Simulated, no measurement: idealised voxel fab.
This is a process module. Its name is voxel self aligned vias.
The cross-section on display is named cut; it measures 285 nm wide, and its cells are 5 nm squares.
Bands, listed from the top down, are how a cross-section gets written in this document; the cross-section itself is a grid of square cells, and a band is one or more rows of them. This entry defines a band. It first specifies the height of the band's top and the height of its bottom in nm, and then specifies the band's materials from left to right, stating each material with its width in nm. The word "throughout" identifies a single material that fills the band from edge to edge, while the word "blank" identifies empty space. A quick word on heights: they are counted from 0, and under that level the wafer as it came to us is one material throughout. The lowest band is different from the rest in having no bottom; it simply continues downward, written as in "from 0 down". With a width like "30..40", each row of cells in the band differs from the next by the same amount, the top row carrying the first number and the bottom row the second. What does "all unchanged" mean for a step? It means no cell of the cross-section changed in that step. This entry, "Closed-off voids", enumerates those empty regions of no fewer than 8 cells that possess no open connection to the top. Each region is reported in the form width x height at distance, the distance being taken from the left edge, with all three quantities expressed in nm. Past the settings on a step's line: simulator remark, on that step. overlay nm: step with mask; distance mask lay right of planned place; negative value = left of planned place.

**Steps planned for the process**
1. RECEIVE (material Si)
2. CONFORMAL_DEP (material SiO2; thk nm 15)
3. CONFORMAL_DEP (material SiCN; thk nm 5)
4. DIRECTIONAL_DEP (material SiO2; thk nm 25)
5. DIRECTIONAL_DEP (material aC; thk nm 10)
6. PATTERN (tone open; mask id LINES; material resist; width nm 20; pitch nm 55; thk nm 30; overlay nm 0)
7. DIRECTIONAL_ETCH (etch materials aC; depth nm 10)
8. STRIP (etch materials resist)
9. DIRECTIONAL_ETCH (etch materials SiO2; depth nm 25)
10. STRIP (etch materials aC)
11. CONFORMAL_DEP (material TiN; thk nm 5)
12. FILL_DEP (material Ru; thk nm 5)
13. CMP (height nm 45)
14. SELECTIVE_ETCH (etch materials W Ru TiN; depth nm 10)
15. FILL_DEP (material SiN; thk nm 10)
16. CMP (height nm 45)
17. DIRECTIONAL_DEP (material SiO2; thk nm 20)
18. PATTERN (tone open; mask id VIAS; material resist; width nm 30; pitch nm 55; thk nm 15; overlay nm 0)
19. DIRECTIONAL_ETCH (etch materials SiO2; depth nm 20)
20. DIRECTIONAL_ETCH (etch materials SiN; depth nm 10)
21. STRIP (etch materials resist)
22. CONFORMAL_DEP (material TiN; thk nm 5)
23. FILL_DEP (material W; thk nm 10)
24. CMP (height nm 65)
25. CONFORMAL_DEP (material SiN; thk nm 5)

**Cross-sectional view of the wafer in its as-received condition, corresponding to the state after step 1**
from 0 down  Si throughout
Closed-off voids: none

**The first of two wafers, cross-sectioned at the end of the module, with the run proceeding as planned**
from 70 to 65  SiN throughout
from 65 to 50  SiO2=70 | TiN=5 | W=20 | TiN=5 | SiO2=25 | TiN=5 | W=20 | TiN=5 | SiO2=25 | TiN=5 | W=20 | TiN=5 | SiO2=75
from 50 to 40  SiO2=70..75 | TiN=10..5 | W=10 | TiN=10..5 | SiO2=25..35 | TiN=10..5 | W=10 | TiN=10..5 | SiO2=25..35 | TiN=10..5 | W=10 | TiN=10..5 | SiO2=75..80
from 40 to 35  SiO2=75 | TiN=20 | SiO2=35 | TiN=20 | SiO2=35 | TiN=20 | SiO2=80
from 35 to 25  SiO2=75 | TiN=5 | Ru=10 | TiN=5 | SiO2=35 | TiN=5 | Ru=10 | TiN=5 | SiO2=35 | TiN=5 | Ru=10 | TiN=5 | SiO2=80
from 25 to 20  SiO2=75 | TiN=20 | SiO2=35 | TiN=20 | SiO2=35 | TiN=20 | SiO2=80
from 20 to 15  SiCN throughout
from 15 to 0  SiO2 throughout
from 0 down  Si throughout
Closed-off voids: none

**Wafer two, end of module, cross-section. Same start, same plan as wafer one. One mistake in the run**
from 70 to 65  SiN throughout
from 65 to 40  SiO2=70 | TiN=5 | W=20 | TiN=5 | SiO2=25 | TiN=5 | W=20 | TiN=5 | SiO2=25 | TiN=5 | W=20 | TiN=5 | SiO2=75
from 40 to 35  SiO2=70 | TiN=30 | SiO2=25 | TiN=30 | SiO2=25 | TiN=30 | SiO2=75
from 35 to 25  SiO2=70 | TiN=10 | Ru=10 | TiN=10 | SiO2=25 | TiN=10 | Ru=10 | TiN=10 | SiO2=25 | TiN=10 | Ru=10 | TiN=10 | SiO2=75
from 25 to 20  SiO2=75 | TiN=20 | SiO2=35 | TiN=20 | SiO2=35 | TiN=20 | SiO2=80
from 20 to 15  SiCN throughout
from 15 to 0  SiO2 throughout
from 0 down  Si throughout
Closed-off voids: none
Run error: regarding the plan, step 19 was run twice
The second wafer ends with more or fewer cells of some materials than the first, per final count: 24 fewer of SiO2, 12 more of TiN, 12 more of W
